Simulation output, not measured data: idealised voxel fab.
The following is a process module called voxel capacitor over wiring.
Shown is cross-section cut, with a width of 160 nm and square cells of size 5 nm.
Reading order for cross-sections: top band down to bottom band. Underlying form: a grid of square cells. Band size: one or more rows of cells. In this notation a band is specified by the heights of its top and bottom, in that order and in nm, after which its materials appear from left to right, each paired with its width in nm. The word "everywhere" attached to a single material means that material fills the band from edge to edge; the word "blank" stands for empty space. Below 0: as-received wafer, all one material; heights counted from there. Lowest band: no bottom, goes on down, written "0 down". When a width is written as two numbers, as in "30->40", the first number is the width in the top row of cells of the band and the second is the width in its bottom row, and the width changes by the same amount from each row to the next. "nothing got changed" (step): cross-section cells unchanged, all of them. Look at "Closed cavities" for the closed voids: empty spaces with no open path to the top, sized 8 cells or up. Each is width x height at distance, distance from the left edge, all nm. It should be noted that, on the line of a given step, the content following the step's settings is a remark produced by the simulator itself with respect to that step. overlay nm: mask right of planned place by this much (step with mask). Neg. = left.

-- The process steps that were planned are listed below
1. RECEIVE (material Si)
2. CONFORMAL_DEP (material SiO2; thk nm 10)
3. DIRECTIONAL_DEP (material TiN; thk nm 5)
4. DIRECTIONAL_DEP (material Ru; thk nm 20)
5. DIRECTIONAL_DEP (material aC; thk nm 15)
6. PATTERN (tone cover; mask id METAL_1; material resist; width nm 25; pitch nm 75; thk nm 35; overlay nm 0)
7. DIRECTIONAL_ETCH (etch materials aC; depth nm 15)
8. STRIP (etch materials resist)
9. DIRECTIONAL_ETCH (etch materials Ru; depth nm 20)
10. DIRECTIONAL_ETCH (etch materials TiN; depth nm 5)
11. STRIP (etch materials aC)
12. FILL_DEP (material lowk; thk nm 5)
13. CMP (height nm 35)
14. CONFORMAL_DEP (material SiCN; thk nm 5)
15. DIRECTIONAL_DEP (material SiO2; thk nm 10)
16. DIRECTIONAL_DEP (material aC; thk nm 10)
17. PATTERN (tone open; mask id PLUG_1; material resist; width nm 15; thk nm 30; overlay nm 0)
18. DIRECTIONAL_ETCH (etch materials aC; depth nm 10)
19. STRIP (etch materials resist)
20. DIRECTIONAL_ETCH (etch materials SiO2; depth nm 10)
21. DIRECTIONAL_ETCH (etch materials SiCN; depth nm 5)
22. STRIP (etch materials aC)
23. CONFORMAL_DEP (material TiN; thk nm 5)
24. FILL_DEP (material Ru; thk nm 5)
25. CMP (height nm 50)
26. DIRECTIONAL_DEP (material TiN; thk nm 10)
27. DIRECTIONAL_DEP (material HfO2; thk nm 5)
28. DIRECTIONAL_DEP (material TiN; thk nm 10)
29. MASKED_ETCH (tone cover; mask id UPPER_PLATE; width nm 55; etch materials TiN; depth nm 10; overlay nm 0)
30. MASKED_ETCH (tone cover; mask id UPPER_PLATE; width nm 55; etch materials HfO2; depth nm 5; overlay nm 0)
31. PATTERN (tone cover; mask id LOWER_PLATE; material resist; width nm 65; thk nm 20; overlay nm 0)
32. DIRECTIONAL_ETCH (etch materials TiN; depth nm 10)
33. STRIP (etch materials resist)
34. FILL_DEP (material SiO2; thk nm 20)
35. CMP (height nm 90)
36. PATTERN (tone open; mask id PLUG_2; material resist; width nm 15; thk nm 20; overlay nm 0)
37. DIRECTIONAL_ETCH (etch materials SiO2; depth nm 15)
38. STRIP (etch materials resist)
39. CONFORMAL_DEP (material TiN; thk nm 5)
40. FILL_DEP (material W; thk nm 5)
41. CMP (height nm 90)
42. CONFORMAL_DEP (material SiN; thk nm 5)

-- Shown in cross-section is the wafer as received, that is, as it stands after step 1
0 down  Si everywhere
Closed cavities: none

-- End-of-module cross-section. Starting structure and process plan as above; one mistake made in running it
95 to 90  SiN everywhere
90 to 80  W: 45 / TiN: 5 / SiO2: 15 / TiN: 5 / W: 90
80 to 75  TiN: 50 / SiO2: 15 / TiN: 95
75 to 65  SiO2: 40 / TiN: 55 / SiO2: 65
65 to 60  SiO2: 40 / HfO2: 55 / SiO2: 65
60 to 50  SiO2: 35 / TiN: 65 / SiO2: 60
50 to 40  SiO2: 40 / TiN: 5 / Ru: 5 / TiN: 5 / SiO2: 105
40 to 35  SiCN: 40 / TiN: 15 / SiCN: 105
35 to 15  lowk: 30 / Ru: 25 / lowk: 50 / Ru: 25 / lowk: 30
15 to 10  lowk: 30 / TiN: 25 / lowk: 50 / TiN: 25 / lowk: 30
10 to 0  SiO2 everywhere
0 down  Si everywhere
Closed cavities: none
Heads up, the wafer didn't run the way we planned it: for step 36, the planned setting was not used; the step was instead run as PATTERN (tone cover; mask id PLUG_2; material resist; width nm 15; thk nm 20; overlay nm 0)
